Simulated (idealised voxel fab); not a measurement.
Process module in this document: voxel wiring stack
Shown is cross-section cut, with a width of 250 nm and square cells of size 5 nm.
Throughout this document, each cross-section is represented as a grid of square cells and is presented as a sequence of bands enumerated from the top downward, where a band comprises one or more rows of cells.
Each band's line starts with the height of the band's top and of its bottom, in nm. Then come its materials from left to right, each with its width in nm. One material with "all across" fills the band from edge to edge. "air" is empty space.
Where do heights start? At 0: under that level the wafer as delivered is made of one material only. And the lowest band has no floor; it just carries on downward, as in "z 0 and below".
The two numbers in a width such as "30->40" mark its ends across the band: the first belongs to the top row of cells, the second to the bottom row, and from each row to the next the width moves by the same amount.
The designation "nothing got changed", where it is given for a processing step, indicates that no cell of the cross-section was altered in the course of that step.
Closed empty spaces (no open way to the top) of 8 cells or more are what "Sealed cavities" lists, each as width x height at distance from the left edge, nm for all three.
Where a step's line continues beyond its settings, the continuation is a remark by the simulator itself on that step.
The setting "overlay nm" may be written on the line of a step. When the step uses a mask, the value reports how far to the right of the planned place the mask lay, and a negative value reports that it lay to the left.
Note: before/after cross-section pairs follow, one process step per pair, after-side truncated at the lowest changed band, step and settings given beneath. Different runs of this module on the same starting wafer may supply the pairs; a pair continues the one above only where the "Structure before processing" entry says so.
-- Structure before processing
> z 90 to 80: 65 nm air, 45 nm lowk, 15 nm air, 45 nm lowk, 80 nm air
> z 80 to 70: lowk all across
> z 70 to 65: 65 nm lowk, 45 nm SiCN, 15 nm lowk, 45 nm SiCN, 80 nm lowk
> z 65 to 60: 65 nm lowk, 5 nm SiCN, 35 nm Ru, 5 nm SiCN, 15 nm lowk, 5 nm SiCN, 35 nm Ru, 5 nm SiCN, 80 nm lowk
> z 60 to 55: 70 nm SiCN, 35 nm Ru, 25 nm SiCN, 35 nm Ru, 85 nm SiCN
> z 55 to 45: 80 nm SiO2, 15 nm Ru, 45 nm SiO2, 15 nm Ru, 95 nm SiO2
> z 45 to 35: 80->75 nm SiCN, 15->40 nm Ru, 45->20 nm SiCN, 15->40 nm Ru, 95->75 nm SiCN
> z 35 to 20: 80 nm SiO2, 5 nm TiN, 20 nm Cu, 5 nm TiN, 30 nm SiO2, 5 nm TiN, 20 nm Cu, 5 nm TiN, 80 nm SiO2
> z 20 to 15: 80 nm SiN, 30 nm TiN, 30 nm SiN, 30 nm TiN, 80 nm SiN
> z 15 to 0: SiO2 all across
> z 0 and below: Si all across
> Sealed cavities: none
-- Step Outcome
> z 105 to 95: 65 nm air, 45 nm aC, 15 nm air, 45 nm aC, 80 nm air
> z 95 to 90: aC all across
> z 90 to 80: 65 nm aC, 45 nm lowk, 15 nm aC, 45 nm lowk, 80 nm aC
> Below 80, the layers are the same as they were.
> Sealed cavities: none
So what happened between those two cross-sections up there? DIRECTIONAL_DEP, material aC, thk nm 15
Structure before processing: The structure entering this step is exactly what the pair just above shows after its step.
-- Step Outcome
> z 135 to 105: 80 nm resist, 30 nm air, 30 nm resist, 30 nm air, 80 nm resist
> z 105 to 95: 65 nm resist, 45 nm aC, 15 nm resist, 45 nm aC, 80 nm resist
> Below 95, the layers are the same as they were.
> Sealed cavities: none
So what happened between those two cross-sections up there? PATTERN, tone open, mask id METAL_2, material resist, width nm 30, pitch nm 60, thk nm 30, overlay nm 0
Structure before processing: The structure entering this step is exactly what the pair just above shows after its step.
-- Step Outcome
> z 120 to 105: 80 nm resist, 30 nm air, 30 nm resist, 30 nm air, 80 nm resist
> z 105 to 95: 65 nm resist, 15 nm aC, 30 nm air, 15 nm resist, 15 nm aC, 30 nm air, 80 nm resist
> z 95 to 90: 80 nm aC, 30 nm air, 30 nm aC, 30 nm air, 80 nm aC
> Below 90, the layers are the same as they were.
> Sealed cavities: none
So what happened between those two cross-sections up there? DIRECTIONAL_ETCH, etch materials aC, depth nm 15
Structure before processing: The structure entering this step is exactly what the pair just above shows after its step.
-- Step Outcome
> z 105 to 95: 65 nm air, 15 nm aC, 45 nm air, 15 nm aC, 110 nm air
> Below 95, the layers are the same as they were.
> Sealed cavities: none
So what happened between those two cross-sections up there? STRIP, etch materials resist
Structure before processing: The structure entering this step is exactly what the pair just above shows after its step.
-- Step Outcome
> z 105 to 95: 65 nm air, 15 nm aC, 45 nm air, 15 nm aC, 110 nm air
> z 95 to 90: 80 nm aC, 30 nm air, 30 nm aC, 30 nm air, 80 nm aC
> z 90 to 80: 65 nm aC, 15 nm lowk, 30 nm air, 15 nm aC, 15 nm lowk, 30 nm air, 80 nm aC
> z 80 to 70: 80 nm lowk, 30 nm air, 30 nm lowk, 30 nm air, 80 nm lowk
> Below 70, the layers are the same as they were.
> Sealed cavities: none
So what happened between those two cross-sections up there? DIRECTIONAL_ETCH, etch materials lowk, depth nm 20
Structure before processing: The structure entering this step is exactly what the pair just above shows after its step.
-- Step Outcome
> z 105 to 95: 65 nm air, 15 nm aC, 45 nm air, 15 nm aC, 110 nm air
> z 95 to 90: 80 nm aC, 30 nm air, 30 nm aC, 30 nm air, 80 nm aC
> z 90 to 80: 65 nm aC, 15 nm lowk, 30 nm air, 15 nm aC, 15 nm lowk, 30 nm air, 80 nm aC
> z 80 to 70: 80 nm lowk, 30 nm air, 30 nm lowk, 30 nm air, 80 nm lowk
> z 70 to 65: 65 nm lowk, 15 nm SiCN, 30 nm air, 15 nm lowk, 15 nm SiCN, 30 nm air, 80 nm lowk
> Below 65, the layers are the same as they were.
> Sealed cavities: none
So what happened between those two cross-sections up there? DIRECTIONAL_ETCH, etch materials SiCN, depth nm 5
Structure before processing: The structure entering this step is exactly what the pair just above shows after its step.
-- Step Outcome
> z 90 to 80: 65 nm air, 15 nm lowk, 45 nm air, 15 nm lowk, 110 nm air
> Below 80, the layers are the same as they were.
> Sealed cavities: none
So what happened between those two cross-sections up there? STRIP, etch materials aC
Structure before processing: The structure entering this step is exactly what the pair just above shows after its step.
-- Step Outcome
> z 95 to 90: 60 nm air, 25 nm TiN, 35 nm air, 25 nm TiN, 105 nm air
> z 90 to 85: 60 nm air, 5 nm TiN, 15 nm lowk, 5 nm TiN, 35 nm air, 5 nm TiN, 15 nm lowk, 5 nm TiN, 105 nm air
> z 85 to 80: 65 nm TiN, 15 nm lowk, 5 nm TiN, 20 nm air, 20 nm TiN, 15 nm lowk, 5 nm TiN, 20 nm air, 85 nm TiN
> z 80 to 70: 80 nm lowk, 5 nm TiN, 20 nm air, 5 nm TiN, 30 nm lowk, 5 nm TiN, 20 nm air, 5 nm TiN, 80 nm lowk
> z 70 to 65: 65 nm lowk, 15 nm SiCN, 30 nm TiN, 15 nm lowk, 15 nm SiCN, 30 nm TiN, 80 nm lowk
> Below 65, the layers are the same as they were.
> Sealed cavities: none
So what happened between those two cross-sections up there? CONFORMAL_DEP, material TiN, thk nm 5
Structure before processing: The structure entering this step is exactly what the pair just above shows after its step.
-- Step Outcome
> z 105 to 95: W all across
> z 95 to 90: 60 nm W, 25 nm TiN, 35 nm W, 25 nm TiN, 105 nm W
> z 90 to 85: 60 nm W, 5 nm TiN, 15 nm lowk, 5 nm TiN, 35 nm W, 5 nm TiN, 15 nm lowk, 5 nm TiN, 105 nm W
> z 85 to 80: 65 nm TiN, 15 nm lowk, 5 nm TiN, 20 nm W, 20 nm TiN, 15 nm lowk, 5 nm TiN, 20 nm W, 85 nm TiN
> z 80 to 70: 80 nm lowk, 5 nm TiN, 20 nm W, 5 nm TiN, 30 nm lowk, 5 nm TiN, 20 nm W, 5 nm TiN, 80 nm lowk
> Below 70, the layers are the same as they were.
> Sealed cavities: none
So what happened between those two cross-sections up there? FILL_DEP, material W, thk nm 10
Structure before processing: The structure entering this step is exactly what the pair just above shows after its step.
-- Step Outcome
> z 80 to 70: 80 nm lowk, 5 nm TiN, 20 nm W, 5 nm TiN, 30 nm lowk, 5 nm TiN, 20 nm W, 5 nm TiN, 80 nm lowk
> Below 70, the layers are the same as they were.
> Sealed cavities: none
So what happened between those two cross-sections up there? CMP, height nm 80
Structure before processing: The structure entering this step is exactly what the pair just above shows after its step.
-- Step Outcome
> z 85 to 80: SiCN all across
> Below 80, the layers are the same as they were.
> Sealed cavities: none
So what happened between those two cross-sections up there? CONFORMAL_DEP, material SiCN, thk nm 5
Structure before processing: The structure entering this step is exactly what the pair just above shows after its step.
-- Step Outcome
> z 115 to 85: SiO2 all across
> Below 85, the layers are the same as they were.
> Sealed cavities: none
So what happened between those two cross-sections up there? DIRECTIONAL_DEP, material SiO2, thk nm 30
Structure before processing: The structure entering this step is exactly what the pair just above shows after its step.
-- Step Outcome
> z 130 to 115: aC all across
> Below 115, the layers are the same as they were.
> Sealed cavities: none
So what happened between those two cross-sections up there? DIRECTIONAL_DEP, material aC, thk nm 15
Structure before processing: The structure entering this step is exactly what the pair just above shows after its step.
-- Step Outcome
> z 165 to 130: 80 nm resist, 15 nm air, 45 nm resist, 15 nm air, 95 nm resist
> Below 130, the layers are the same as they were.
> Sealed cavities: none
So what happened between those two cross-sections up there? PATTERN, tone open, mask id METAL_3_HOLES, material resist, width nm 15, pitch nm 60, thk nm 35, overlay nm 0
Structure before processing: The structure entering this step is exactly what the pair just above shows after its step.
-- Step Outcome
> z 150 to 130: 80 nm resist, 15 nm air, 45 nm resist, 15 nm air, 95 nm resist
> z 130 to 115: 80 nm aC, 15 nm air, 45 nm aC, 15 nm air, 95 nm aC
> Below 115, the layers are the same as they were.
> Sealed cavities: none
So what happened between those two cross-sections up there? DIRECTIONAL_ETCH, etch materials aC, depth nm 15
Structure before processing: The structure entering this step is exactly what the pair just above shows after its step.
-- Step Outcome
> z 130 to 115: 80 nm aC, 15 nm air, 45 nm aC, 15 nm air, 95 nm aC
> Below 115, the layers are the same as they were.
> Sealed cavities: none
So what happened between those two cross-sections up there? STRIP, etch materials resist
Structure before processing: The structure entering this step is exactly what the pair just above shows after its step.
-- Step Outcome
> z 130 to 115: 80 nm aC, 15 nm air, 45 nm aC, 15 nm air, 95 nm aC
> z 115 to 85: 80 nm SiO2, 15 nm air, 45 nm SiO2, 15 nm air, 95 nm SiO2
> Below 85, the layers are the same as they were.
> Sealed cavities: none
So what happened between those two cross-sections up there? DIRECTIONAL_ETCH, etch materials SiO2, depth nm 30
Structure before processing: The structure entering this step is exactly what the pair just above shows after its step.
-- Step Outcome
> z 115 to 85: 80 nm SiO2, 15 nm air, 45 nm SiO2, 15 nm air, 95 nm SiO2
> Below 85, the layers are the same as they were.
> Sealed cavities: none
So what happened between those two cross-sections up there? STRIP, etch materials aC
Structure before processing: The structure entering this step is exactly what the pair just above shows after its step.
-- Step Outcome
> z 115 to 100: 80 nm SiO2, 30 nm air, 30 nm SiO2, 30 nm air, 80 nm SiO2
> Below 100, the layers are the same as they were.
> Sealed cavities: none
So what happened between those two cross-sections up there? MASKED_ETCH, tone open, mask id METAL_3, width nm 30, pitch nm 60, etch materials SiO2, depth nm 15, overlay nm 0
Structure before processing: The structure entering this step is exactly what the pair just above shows after its step.
-- Step Outcome
> z 115 to 100: 80 nm SiO2, 30 nm air, 30 nm SiO2, 30 nm air, 80 nm SiO2
> z 100 to 85: 80 nm SiO2, 15 nm air, 45 nm SiO2, 15 nm air, 95 nm SiO2
> z 85 to 80: 80 nm SiCN, 15 nm air, 45 nm SiCN, 15 nm air, 95 nm SiCN
> Below 80, the layers are the same as they were.
> Sealed cavities: none
So what happened between those two cross-sections up there? MASKED_ETCH, tone open, mask id METAL_3, width nm 30, pitch nm 60, etch materials SiCN, depth nm 5, overlay nm 0
Structure before processing: The structure entering this step is exactly what the pair just above shows after its step.
-- Step Outcome
> z 120 to 115: 85 nm TiN, 20 nm air, 40 nm TiN, 20 nm air, 85 nm TiN
> z 115 to 105: 80 nm SiO2, 5 nm TiN, 20 nm air, 5 nm TiN, 30 nm SiO2, 5 nm TiN, 20 nm air, 5 nm TiN, 80 nm SiO2
> z 105 to 100: 80 nm SiO2, 5 nm TiN, 5 nm air, 20 nm TiN, 30 nm SiO2, 5 nm TiN, 5 nm air, 20 nm TiN, 80 nm SiO2
> z 100 to 85: 80 nm SiO2, 5 nm TiN, 5 nm air, 5 nm TiN, 45 nm SiO2, 5 nm TiN, 5 nm air, 5 nm TiN, 95 nm SiO2
> z 85 to 80: 80 nm SiCN, 15 nm TiN, 45 nm SiCN, 15 nm TiN, 95 nm SiCN
> Below 80, the layers are the same as they were.
> Sealed cavities: none
So what happened between those two cross-sections up there? CONFORMAL_DEP, material TiN, thk nm 5
Structure before processing: The structure entering this step is exactly what the pair just above shows after its step.
-- Step Outcome
> z 130 to 120: Ru all across
> z 120 to 115: 85 nm TiN, 20 nm Ru, 40 nm TiN, 20 nm Ru, 85 nm TiN
> z 115 to 105: 80 nm SiO2, 5 nm TiN, 20 nm Ru, 5 nm TiN, 30 nm SiO2, 5 nm TiN, 20 nm Ru, 5 nm TiN, 80 nm SiO2
> z 105 to 100: 80 nm SiO2, 5 nm TiN, 5 nm Ru, 20 nm TiN, 30 nm SiO2, 5 nm TiN, 5 nm Ru, 20 nm TiN, 80 nm SiO2
> z 100 to 85: 80 nm SiO2, 5 nm TiN, 5 nm Ru, 5 nm TiN, 45 nm SiO2, 5 nm TiN, 5 nm Ru, 5 nm TiN, 95 nm SiO2
> Below 85, the layers are the same as they were.
> Sealed cavities: none
So what happened between those two cross-sections up there? FILL_DEP, material Ru, thk nm 10
Structure before processing: The structure entering this step is exactly what the pair just above shows after its step.
-- Step Outcome
> z 115 to 105: 80 nm SiO2, 5 nm TiN, 20 nm Ru, 5 nm TiN, 30 nm SiO2, 5 nm TiN, 20 nm Ru, 5 nm TiN, 80 nm SiO2
> Below 105, the layers are the same as they were.
> Sealed cavities: none
So what happened between those two cross-sections up there? CMP, height nm 115
Structure before processing: The structure entering this step is exactly what the pair just above shows after its step.
-- Step Outcome
> z 120 to 115: SiCN all across
> Below 115, the layers are the same as they were.
> Sealed cavities: none
So what happened between those two cross-sections up there? CONFORMAL_DEP, material SiCN, thk nm 5
Structure before processing: The structure entering this step is exactly what the pair just above shows after its step.
-- Step Outcome
> z 145 to 120: lowk all across
> Below 120, the layers are the same as they were.
> Sealed cavities: none
So what happened between those two cross-sections up there? DIRECTIONAL_DEP, material lowk, thk nm 25
Structure before processing: The structure entering this step is exactly what the pair just above shows after its step.
-- Step Outcome
> z 160 to 145: 80 nm resist, 15 nm air, 155 nm resist
> Below 145, the layers are the same as they were.
> Sealed cavities: none
So what happened between those two cross-sections up there? PATTERN, tone open, mask id METAL_4_HOLES, material resist, width nm 15, thk nm 15, overlay nm 0
Structure before processing: The structure entering this step is exactly what the pair just above shows after its step.
-- Step Outcome
> z 160 to 145: 80 nm resist, 15 nm air, 155 nm resist
> z 145 to 120: 80 nm lowk, 15 nm air, 155 nm lowk
> Below 120, the layers are the same as they were.
> Sealed cavities: none
So what happened between those two cross-sections up there? DIRECTIONAL_ETCH, etch materials lowk, depth nm 25
Structure before processing: The structure entering this step is exactly what the pair just above shows after its step.
-- Step Outcome
> z 145 to 120: 80 nm lowk, 15 nm air, 155 nm lowk
> Below 120, the layers are the same as they were.
> Sealed cavities: none
So what happened between those two cross-sections up there? STRIP, etch materials resist
Structure before processing: The structure entering this step is exactly what the pair just above shows after its step.
-- Step Outcome
> z 145 to 130: 80 nm lowk, 30 nm air, 30 nm lowk, 30 nm air, 80 nm lowk
> Below 130, the layers are the same as they were.
> Sealed cavities: none
So what happened between those two cross-sections up there? MASKED_ETCH, tone open, mask id METAL_4, width nm 30, pitch nm 60, etch materials lowk, depth nm 15, overlay nm 0
Structure before processing: The structure entering this step is exactly what the pair just above shows after its step.
-- Step Outcome
> z 145 to 130: 80 nm lowk, 30 nm air, 30 nm lowk, 30 nm air, 80 nm lowk
> z 130 to 120: 80 nm lowk, 15 nm air, 155 nm lowk
> z 120 to 115: 80 nm SiCN, 15 nm air, 155 nm SiCN
> Below 115, the layers are the same as they were.
> Sealed cavities: none
So what happened between those two cross-sections up there? MASKED_ETCH, tone open, mask id METAL_4, width nm 30, pitch nm 60, etch materials SiCN, depth nm 5, overlay nm 0
Structure before processing: The structure entering this step is exactly what the pair just above shows after its step.
-- Step Outcome
> z 150 to 145: 85 nm TiN, 20 nm air, 40 nm TiN, 20 nm air, 85 nm TiN
> z 145 to 135: 80 nm lowk, 5 nm TiN, 20 nm air, 5 nm TiN, 30 nm lowk, 5 nm TiN, 20 nm air, 5 nm TiN, 80 nm lowk
> z 135 to 130: 80 nm lowk, 5 nm TiN, 5 nm air, 20 nm TiN, 30 nm lowk, 30 nm TiN, 80 nm lowk
> z 130 to 120: 80 nm lowk, 5 nm TiN, 5 nm air, 5 nm TiN, 155 nm lowk
> z 120 to 115: 80 nm SiCN, 15 nm TiN, 155 nm SiCN
> Below 115, the layers are the same as they were.
> Sealed cavities: none
So what happened between those two cross-sections up there? CONFORMAL_DEP, material TiN, thk nm 5
Structure before processing: The structure entering this step is exactly what the pair just above shows after its step.
-- Step Outcome
> z 160 to 150: Cu all across
> z 150 to 145: 85 nm TiN, 20 nm Cu, 40 nm TiN, 20 nm Cu, 85 nm TiN
> z 145 to 135: 80 nm lowk, 5 nm TiN, 20 nm Cu, 5 nm TiN, 30 nm lowk, 5 nm TiN, 20 nm Cu, 5 nm TiN, 80 nm lowk
> z 135 to 130: 80 nm lowk, 5 nm TiN, 5 nm Cu, 20 nm TiN, 30 nm lowk, 30 nm TiN, 80 nm lowk
> z 130 to 120: 80 nm lowk, 5 nm TiN, 5 nm Cu, 5 nm TiN, 155 nm lowk
> Below 120, the layers are the same as they were.
> Sealed cavities: none
So what happened between those two cross-sections up there? FILL_DEP, material Cu, thk nm 10
Structure before processing: The structure entering this step is exactly what the pair just above shows after its step.
-- Step Outcome
> z 145 to 135: 80 nm lowk, 5 nm TiN, 20 nm Cu, 5 nm TiN, 30 nm lowk, 5 nm TiN, 20 nm Cu, 5 nm TiN, 80 nm lowk
> Below 135, the layers are the same as they were.
> Sealed cavities: none
So what happened between those two cross-sections up there? CMP, height nm 145
Structure before processing: The structure entering this step is exactly what the pair just above shows after its step.
-- Step Outcome
> z 150 to 145: SiCN all across
> Below 145, the layers are the same as they were.
> Sealed cavities: none
So what happened between those two cross-sections up there? CONFORMAL_DEP, material SiCN, thk nm 5
-- Structure before processing
> z 0 and below: Si all across
> Sealed cavities: none
-- Step Outcome
> z 5 to 0: SiN all across
> Below 0, the layers are the same as they were.
> Sealed cavities: none
So what happened between those two cross-sections up there? CONFORMAL_DEP, material SiN, thk nm 5
Structure before processing: The structure entering this step is exactly what the pair just above shows after its step.
-- Step Outcome
> z 20 to 5: SiO2 all across
> Below 5, the layers are the same as they were.
> Sealed cavities: none
So what happened between those two cross-sections up there? CONFORMAL_DEP, material SiO2, thk nm 15
Structure before processing: The structure entering this step is exactly what the pair just above shows after its step.
-- Step Outcome
> z 35 to 5: SiO2 all across
> Below 5, the layers are the same as they were.
> Sealed cavities: none
So what happened between those two cross-sections up there? DIRECTIONAL_DEP, material SiO2, thk nm 15
Structure before processing: The structure entering this step is exactly what the pair just above shows after its step.
-- Step Outcome
> z 50 to 35: aC all across
> Below 35, the layers are the same as they were.
> Sealed cavities: none
So what happened between those two cross-sections up there? DIRECTIONAL_DEP, material aC, thk nm 15
Structure before processing: The structure entering this step is exactly what the pair just above shows after its step.
-- Step Outcome
> z 80 to 50: 80 nm resist, 30 nm air, 30 nm resist, 30 nm air, 80 nm resist
> Below 50, the layers are the same as they were.
> Sealed cavities: none
So what happened between those two cross-sections up there? PATTERN, tone open, mask id METAL_1, material resist, width nm 30, pitch nm 60, thk nm 30, overlay nm 0
Structure before processing: The structure entering this step is exactly what the pair just above shows after its step.
-- Step Outcome
> z 65 to 50: 80 nm resist, 30 nm air, 30 nm resist, 30 nm air, 80 nm resist
> z 50 to 35: 80 nm aC, 30 nm air, 30 nm aC, 30 nm air, 80 nm aC
> Below 35, the layers are the same as they were.
> Sealed cavities: none
So what happened between those two cross-sections up there? DIRECTIONAL_ETCH, etch materials aC, depth nm 15
Structure before processing: The structure entering this step is exactly what the pair just above shows after its step.
-- Step Outcome
> z 50 to 35: 80 nm aC, 30 nm air, 30 nm aC, 30 nm air, 80 nm aC
> Below 35, the layers are the same as they were.
> Sealed cavities: none
So what happened between those two cross-sections up there? STRIP, etch materials resist
Structure before processing: The structure entering this step is exactly what the pair just above shows after its step.
-- Step Outcome
> z 50 to 35: 80 nm aC, 30 nm air, 30 nm aC, 30 nm air, 80 nm aC
> z 35 to 20: 80 nm SiO2, 30 nm air, 30 nm SiO2, 30 nm air, 80 nm SiO2
> Below 20, the layers are the same as they were.
> Sealed cavities: none
So what happened between those two cross-sections up there? DIRECTIONAL_ETCH, etch materials SiO2, depth nm 15
Structure before processing: The structure entering this step is exactly what the pair just above shows after its step.
-- Step Outcome
> z 35 to 20: 80 nm SiO2, 30 nm air, 30 nm SiO2, 30 nm air, 80 nm SiO2
> Below 20, the layers are the same as they were.
> Sealed cavities: none
So what happened between those two cross-sections up there? STRIP, etch materials aC
Structure before processing: The structure entering this step is exactly what the pair just above shows after its step.
-- Step Outcome
> z 40 to 35: 85 nm TiN, 20 nm air, 40 nm TiN, 20 nm air, 85 nm TiN
> z 35 to 25: 80 nm SiO2, 5 nm TiN, 20 nm air, 5 nm TiN, 30 nm SiO2, 5 nm TiN, 20 nm air, 5 nm TiN, 80 nm SiO2
> z 25 to 20: 80 nm SiO2, 30 nm TiN, 30 nm SiO2, 30 nm TiN, 80 nm SiO2
> Below 20, the layers are the same as they were.
> Sealed cavities: none
So what happened between those two cross-sections up there? CONFORMAL_DEP, material TiN, thk nm 5
Structure before processing: The structure entering this step is exactly what the pair just above shows after its step.
-- Step Outcome
> z 50 to 40: Cu all across
> z 40 to 35: 85 nm TiN, 20 nm Cu, 40 nm TiN, 20 nm Cu, 85 nm TiN
> z 35 to 25: 80 nm SiO2, 5 nm TiN, 20 nm Cu, 5 nm TiN, 30 nm SiO2, 5 nm TiN, 20 nm Cu, 5 nm TiN, 80 nm SiO2
> Below 25, the layers are the same as they were.
> Sealed cavities: none
So what happened between those two cross-sections up there? FILL_DEP, material Cu, thk nm 10
Structure before processing: The structure entering this step is exactly what the pair just above shows after its step.
-- Step Outcome
> z 35 to 25: 80 nm SiO2, 5 nm TiN, 20 nm Cu, 5 nm TiN, 30 nm SiO2, 5 nm TiN, 20 nm Cu, 5 nm TiN, 80 nm SiO2
> Below 25, the layers are the same as they were.
> Sealed cavities: none
So what happened between those two cross-sections up there? CMP, height nm 35
Structure before processing: The structure entering this step is exactly what the pair just above shows after its step.
-- Step Outcome
> z 40 to 35: 75 nm air, 40 nm Ru, 20 nm air, 40 nm Ru, 75 nm air
> Below 35, the layers are the same as they were.
> Sealed cavities: none
So what happened between those two cross-sections up there? EPI, material Ru, thk nm 5
Structure before processing: The structure entering this step is exactly what the pair just above shows after its step.
-- Step Outcome
> z 45 to 40: SiCN all across
> z 40 to 35: 75 nm SiCN, 40 nm Ru, 20 nm SiCN, 40 nm Ru, 75 nm SiCN
> Below 35, the layers are the same as they were.
> Sealed cavities: none
So what happened between those two cross-sections up there? FILL_DEP, material SiCN, thk nm 5
Structure before processing: The structure entering this step is exactly what the pair just above shows after its step.
-- Step Outcome
> z 55 to 45: SiO2 all across
> Below 45, the layers are the same as they were.
> Sealed cavities: none
So what happened between those two cross-sections up there? DIRECTIONAL_DEP, material SiO2, thk nm 10
Structure before processing: The structure entering this step is exactly what the pair just above shows after its step.
-- Step Outcome
> z 70 to 55: aC all across
> Below 55, the layers are the same as they were.
> Sealed cavities: none
So what happened between those two cross-sections up there? DIRECTIONAL_DEP, material aC, thk nm 15
Structure before processing: The structure entering this step is exactly what the pair just above shows after its step.
-- Step Outcome
> z 100 to 70: 80 nm resist, 15 nm air, 45 nm resist, 15 nm air, 95 nm resist
> Below 70, the layers are the same as they were.
> Sealed cavities: none
So what happened between those two cross-sections up there? PATTERN, tone open, mask id PLUG_1, material resist, width nm 15, pitch nm 60, thk nm 30, overlay nm 0
Structure before processing: The structure entering this step is exactly what the pair just above shows after its step.
-- Step Outcome
> z 85 to 70: 80 nm resist, 15 nm air, 45 nm resist, 15 nm air, 95 nm resist
> z 70 to 55: 80 nm aC, 15 nm air, 45 nm aC, 15 nm air, 95 nm aC
> Below 55, the layers are the same as they were.
> Sealed cavities: none
So what happened between those two cross-sections up there? DIRECTIONAL_ETCH, etch materials aC, depth nm 15
Structure before processing: The structure entering this step is exactly what the pair just above shows after its step.
-- Step Outcome
> z 70 to 55: 80 nm aC, 15 nm air, 45 nm aC, 15 nm air, 95 nm aC
> Below 55, the layers are the same as they were.
> Sealed cavities: none
So what happened between those two cross-sections up there? STRIP, etch materials resist
Structure before processing: The structure entering this step is exactly what the pair just above shows after its step.
-- Step Outcome
> z 70 to 55: 80 nm aC, 15 nm air, 45 nm aC, 15 nm air, 95 nm aC
> z 55 to 45: 80 nm SiO2, 15 nm air, 45 nm SiO2, 15 nm air, 95 nm SiO2
> Below 45, the layers are the same as they were.
> Sealed cavities: none
So what happened between those two cross-sections up there? DIRECTIONAL_ETCH, etch materials SiO2, depth nm 10
Structure before processing: The structure entering this step is exactly what the pair just above shows after its step.
-- Step Outcome
> z 70 to 55: 80 nm aC, 15 nm air, 45 nm aC, 15 nm air, 95 nm aC
> z 55 to 45: 80 nm SiO2, 15 nm air, 45 nm SiO2, 15 nm air, 95 nm SiO2
> z 45 to 40: 80 nm SiCN, 15 nm air, 45 nm SiCN, 15 nm air, 95 nm SiCN
> Below 40, the layers are the same as they were.
> Sealed cavities: none
So what happened between those two cross-sections up there? DIRECTIONAL_ETCH, etch materials SiCN, depth nm 5
Structure before processing: The structure entering this step is exactly what the pair just above shows after its step.
-- Step Outcome
> z 55 to 45: 80 nm SiO2, 15 nm air, 45 nm SiO2, 15 nm air, 95 nm SiO2
> Below 45, the layers are the same as they were.
> Sealed cavities: none
So what happened between those two cross-sections up there? STRIP, etch materials aC
Structure before processing: The structure entering this step is exactly what the pair just above shows after its step.
-- Step Outcome
> z 55 to 50: 80 nm SiO2, 15 nm air, 45 nm SiO2, 15 nm air, 95 nm SiO2
> z 50 to 45: 80 nm SiO2, 15 nm Ru, 45 nm SiO2, 15 nm Ru, 95 nm SiO2
> z 45 to 35: 80->75 nm SiCN, 15->40 nm Ru, 45->20 nm SiCN, 15->40 nm Ru, 95->75 nm SiCN
> Below 35, the layers are the same as they were.
> Sealed cavities: none
So what happened between those two cross-sections up there? EPI, material Ru, thk nm 10
Structure before processing: The structure entering this step is exactly what the pair just above shows after its step.
-- Step Outcome
> z 55 to 45: 80 nm SiO2, 15 nm Ru, 45 nm SiO2, 15 nm Ru, 95 nm SiO2
> Below 45, the layers are the same as they were.
> Sealed cavities: none
So what happened between those two cross-sections up there? EPI, material Ru, thk nm 5
Structure before processing: The structure entering this step is exactly what the pair just above shows after its step.
-- Step Outcome
> z 60 to 55: SiCN all across
> Below 55, the layers are the same as they were.
> Sealed cavities: none
So what happened between those two cross-sections up there? CONFORMAL_DEP, material SiCN, thk nm 5
Structure before processing: The structure entering this step is exactly what the pair just above shows after its step.
-- Step Outcome
> z 80 to 60: lowk all across
> Below 60, the layers are the same as they were.
> Sealed cavities: none
So what happened between those two cross-sections up there? DIRECTIONAL_DEP, material lowk, thk nm 20
Structure before processing: The structure entering this step is exactly what the pair just above shows after its step.
-- Step Outcome
> z 95 to 80: aC all across
> Below 80, the layers are the same as they were.
> Sealed cavities: none
So what happened between those two cross-sections up there? DIRECTIONAL_DEP, material aC, thk nm 15
Structure before processing: The structure entering this step is exactly what the pair just above shows after its step.
-- Step Outcome
> z 125 to 95: 80 nm resist, 30 nm air, 30 nm resist, 30 nm air, 80 nm resist
> Below 95, the layers are the same as they were.
> Sealed cavities: none
So what happened between those two cross-sections up there? PATTERN, tone open, mask id METAL_2, material resist, width nm 30, pitch nm 60, thk nm 30, overlay nm 0
Structure before processing: The structure entering this step is exactly what the pair just above shows after its step.
-- Step Outcome
> z 110 to 95: 80 nm resist, 30 nm air, 30 nm resist, 30 nm air, 80 nm resist
> z 95 to 80: 80 nm aC, 30 nm air, 30 nm aC, 30 nm air, 80 nm aC
> Below 80, the layers are the same as they were.
> Sealed cavities: none
So what happened between those two cross-sections up there? DIRECTIONAL_ETCH, etch materials aC, depth nm 15
Structure before processing: The structure entering this step is exactly what the pair just above shows after its step.
-- Step Outcome
> z 95 to 80: 80 nm aC, 30 nm air, 30 nm aC, 30 nm air, 80 nm aC
> Below 80, the layers are the same as they were.
> Sealed cavities: none
So what happened between those two cross-sections up there? STRIP, etch materials resist
Structure before processing: The structure entering this step is exactly what the pair just above shows after its step.
-- Step Outcome
> z 95 to 80: 80 nm aC, 30 nm air, 30 nm aC, 30 nm air, 80 nm aC
> z 80 to 60: 80 nm lowk, 30 nm air, 30 nm lowk, 30 nm air, 80 nm lowk
> Below 60, the layers are the same as they were.
> Sealed cavities: none
So what happened between those two cross-sections up there? DIRECTIONAL_ETCH, etch materials lowk, depth nm 20
Structure before processing: The structure entering this step is exactly what the pair just above shows after its step.
-- Step Outcome
> z 95 to 80: 80 nm aC, 30 nm air, 30 nm aC, 30 nm air, 80 nm aC
> z 80 to 60: 80 nm lowk, 30 nm air, 30 nm lowk, 30 nm air, 80 nm lowk
> z 60 to 55: 80 nm SiCN, 30 nm air, 30 nm SiCN, 30 nm air, 80 nm SiCN
> Below 55, the layers are the same as they were.
> Sealed cavities: none
So what happened between those two cross-sections up there? DIRECTIONAL_ETCH, etch materials SiCN, depth nm 5
Structure before processing: The structure entering this step is exactly what the pair just above shows after its step.
-- Step Outcome
> z 80 to 60: 80 nm lowk, 30 nm air, 30 nm lowk, 30 nm air, 80 nm lowk
> Below 60, the layers are the same as they were.
> Sealed cavities: none
So what happened between those two cross-sections up there? STRIP, etch materials aC
Structure before processing: The structure entering this step is exactly what the pair just above shows after its step.
-- Step Outcome
> z 85 to 80: 85 nm TiN, 20 nm air, 40 nm TiN, 20 nm air, 85 nm TiN
> z 80 to 60: 80 nm lowk, 5 nm TiN, 20 nm air, 5 nm TiN, 30 nm lowk, 5 nm TiN, 20 nm air, 5 nm TiN, 80 nm lowk
> z 60 to 55: 80 nm SiCN, 30 nm TiN, 30 nm SiCN, 30 nm TiN, 80 nm SiCN
> Below 55, the layers are the same as they were.
> Sealed cavities: none
So what happened between those two cross-sections up there? CONFORMAL_DEP, material TiN, thk nm 5
